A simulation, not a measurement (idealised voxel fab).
process module | voxel gate over fins
It is cross-section cut that appears here, measuring 210 nm in width, its square cells being 5 nm in size.
Cross-section format: a grid of square cells, given as bands from top to bottom; each band is one or more rows of cells. Top, bottom (nm), then materials left to right with widths (nm); lone material tagged "full width" fills the whole band edge to edge; "blank" = empty space. Beneath 0, the wafer as received is one material, and that level is where height counting begins. The lowest band goes on downward without a bottom; it is written like "z 0 and below". The expression "30->40" gives the width at the extremes of the band, the first number at its top row of cells and the second at its bottom row, with the width changing by equal amounts from each row to the next in between. For the purposes of this document, the phrase "left unchanged" attached to a step denotes that no cell within the cross-section was modified by that step. Enclosed voids (no open way to top), threshold 8 cells or more, entry "Closed empty spaces", notation width x height at distance, distance from left edge, nm. Past the settings on a step's line: simulator remark, on that step. Among the settings permitted on a step's line is "overlay nm"; applied to a step with a mask, it specifies the extent to which the mask lay to the right of its planned position, whereas a negative figure signifies a position to the left.
**These are the steps we planned for the process**
1,RECEIVE | material Si
2,CONFORMAL_DEP | material SiN | thk nm 10
3,DIRECTIONAL_DEP | material aC | thk nm 10
4,PATTERN | tone cover | mask id FINS | material resist | width nm 15 | pitch nm 55 | thk nm 30 | overlay nm 0
5,DIRECTIONAL_ETCH | etch materials aC | depth nm 10
6,STRIP | etch materials resist
7,DIRECTIONAL_ETCH | etch materials SiN | depth nm 10
8,DIRECTIONAL_ETCH | etch materials Si | depth nm 35
9,STRIP | etch materials aC
10,FILL_DEP | material SiO2 | thk nm 15
11,CMP | height nm 10
12,DIRECTIONAL_DEP | material aC | thk nm 10
13,PATTERN | tone open | mask id RAIL | material resist | width nm 15 | thk nm 25 | overlay nm 0
14,DIRECTIONAL_ETCH | etch materials aC | depth nm 10
15,STRIP | etch materials resist
16,DIRECTIONAL_ETCH | etch materials SiO2 | depth nm 40
17,STRIP | etch materials aC
18,CONFORMAL_DEP | material TiN | thk nm 5
19,FILL_DEP | material W | thk nm 10
20,CMP | height nm 10
21,SELECTIVE_ETCH | etch materials W Ru TiN | depth nm 30
22,FILL_DEP | material SiO2 | thk nm 5
23,CMP | height nm 10
24,SELECTIVE_ETCH | etch materials SiO2 | depth nm 20
25,STRIP | etch materials SiN
26,CONFORMAL_DEP | material HfO2 | thk nm 5
27,CONFORMAL_DEP | material TiN | thk nm 5
28,CONFORMAL_DEP | material TiAl | thk nm 5
29,CONFORMAL_DEP | material TiN | thk nm 5
30,FILL_DEP | material W | thk nm 15
31,CMP | height nm 30
32,CONFORMAL_DEP | material SiCN | thk nm 10
varied across the wafers: width nm of step 13. The plan shows the first wafer's value. All wafers start alike
**As-received cross-section, first of several wafers, post step 1**
z 0 and below | Si full width
Closed empty spaces: none
**Here is the cross-section of the first of several wafers at the end of the module, after its last step, step 32**
z 40 to 30 | SiCN full width
z 30 to 20 | W full width
z 20 to 15 | 20 of W, then 165 of TiN, then 25 of W
z 15 to 10 | 20 of W, then 5 of TiN, then 45 of TiAl, then 10 of TiN, then 45 of TiAl, then 10 of TiN, then 45 of TiAl, then 5 of TiN, then 25 of W
z 10 to 5 | 25 of TiN, then 5 of TiAl, then 35 of TiN, then 5 of TiAl, then 10 of TiN, then 5 of TiAl, then 35 of TiN, then 5 of TiAl, then 10 of TiN, then 5 of TiAl, then 35 of TiN, then 5 of TiAl, then 30 of TiN
z 5 to 0 | 30 of TiAl, then 5 of TiN, then 25 of HfO2, then 5 of TiN, then 20 of TiAl, then 5 of TiN, then 25 of HfO2, then 5 of TiN, then 20 of TiAl, then 5 of TiN, then 25 of HfO2, then 5 of TiN, then 35 of TiAl
z 0 to -5 | 35 of TiN, then 5 of HfO2, then 15 of Si, then 5 of HfO2, then 30 of TiN, then 5 of HfO2, then 15 of Si, then 5 of HfO2, then 30 of TiN, then 5 of HfO2, then 15 of Si, then 5 of HfO2, then 40 of TiN
z -5 to -10 | 40 of HfO2, then 15 of Si, then 40 of HfO2, then 15 of Si, then 40 of HfO2, then 15 of Si, then 45 of HfO2
z -10 to -20 | 40 of SiO2, then 15 of Si, then 40 of SiO2, then 15 of Si, then 40 of SiO2, then 15 of Si, then 45 of SiO2
z -20 to -25 | 40 of SiO2, then 15 of Si, then 10 of SiO2, then 5 of TiN, then 5 of W, then 5 of TiN, then 15 of SiO2, then 15 of Si, then 40 of SiO2, then 15 of Si, then 45 of SiO2
z -25 to -30 | 40 of SiO2, then 15 of Si, then 10 of SiO2, then 15 of TiN, then 15 of SiO2, then 15 of Si, then 40 of SiO2, then 15 of Si, then 45 of SiO2
z -30 to -35 | 40 of SiO2, then 15 of Si, then 40 of SiO2, then 15 of Si, then 40 of SiO2, then 15 of Si, then 45 of SiO2
z -35 and below | Si full width
Closed empty spaces: none
**So this is the cross-section on the last wafer at the end of the module**
z 40 to 30 | SiCN full width
z 30 to 20 | W full width
z 20 to 15 | 20 of W, then 165 of TiN, then 25 of W
z 15 to 10 | 20 of W, then 5 of TiN, then 45 of TiAl, then 10 of TiN, then 45 of TiAl, then 10 of TiN, then 45 of TiAl, then 5 of TiN, then 25 of W
z 10 to 5 | 25 of TiN, then 5 of TiAl, then 35 of TiN, then 5 of TiAl, then 10 of TiN, then 5 of TiAl, then 35 of TiN, then 5 of TiAl, then 10 of TiN, then 5 of TiAl, then 35 of TiN, then 5 of TiAl, then 30 of TiN
z 5 to 0 | 30 of TiAl, then 5 of TiN, then 25 of HfO2, then 5 of TiN, then 20 of TiAl, then 5 of TiN, then 25 of HfO2, then 5 of TiN, then 20 of TiAl, then 5 of TiN, then 25 of HfO2, then 5 of TiN, then 35 of TiAl
z 0 to -5 | 35 of TiN, then 5 of HfO2, then 15 of Si, then 5 of HfO2, then 30 of TiN, then 5 of HfO2, then 15 of Si, then 5 of HfO2, then 30 of TiN, then 5 of HfO2, then 15 of Si, then 5 of HfO2, then 40 of TiN
z -5 to -10 | 40 of HfO2, then 15 of Si, then 40 of HfO2, then 15 of Si, then 40 of HfO2, then 15 of Si, then 45 of HfO2
z -10 to -20 | 40 of SiO2, then 15 of Si, then 40 of SiO2, then 15 of Si, then 40 of SiO2, then 15 of Si, then 45 of SiO2
z -20 to -25 | 40 of SiO2, then 15 of Si, then 5 of SiO2, then 5 of TiN, then 20 of W, then 5 of TiN, then 5 of SiO2, then 15 of Si, then 40 of SiO2, then 15 of Si, then 45 of SiO2
z -25 to -30 | 40 of SiO2, then 15 of Si, then 5 of SiO2, then 30 of TiN, then 5 of SiO2, then 15 of Si, then 40 of SiO2, then 15 of Si, then 45 of SiO2
z -30 to -35 | 40 of SiO2, then 15 of Si, then 40 of SiO2, then 15 of Si, then 40 of SiO2, then 15 of Si, then 45 of SiO2
z -35 and below | Si full width
Closed empty spaces: none
**Every row in this table is a wafer at the end of the module, and it gives, for each of the materials, the cells that wafer has gained (+) or lost (-) since it was received, then its closed voids**
width nm 15 | +54 HfO2 | -231 Si | +84 SiCN | +159 SiO2 | +54 TiAl | +113 TiN | +103 W | Closed empty spaces: none
width nm 20 | +54 HfO2 | -231 Si | +84 SiCN | +157 SiO2 | +54 TiAl | +114 TiN | +104 W | Closed empty spaces: none
width nm 25 | +54 HfO2 | -231 Si | +84 SiCN | +155 SiO2 | +54 TiAl | +115 TiN | +105 W | Closed empty spaces: none
width nm 30 | +54 HfO2 | -231 Si | +84 SiCN | +153 SiO2 | +54 TiAl | +116 TiN | +106 W | Closed empty spaces: none
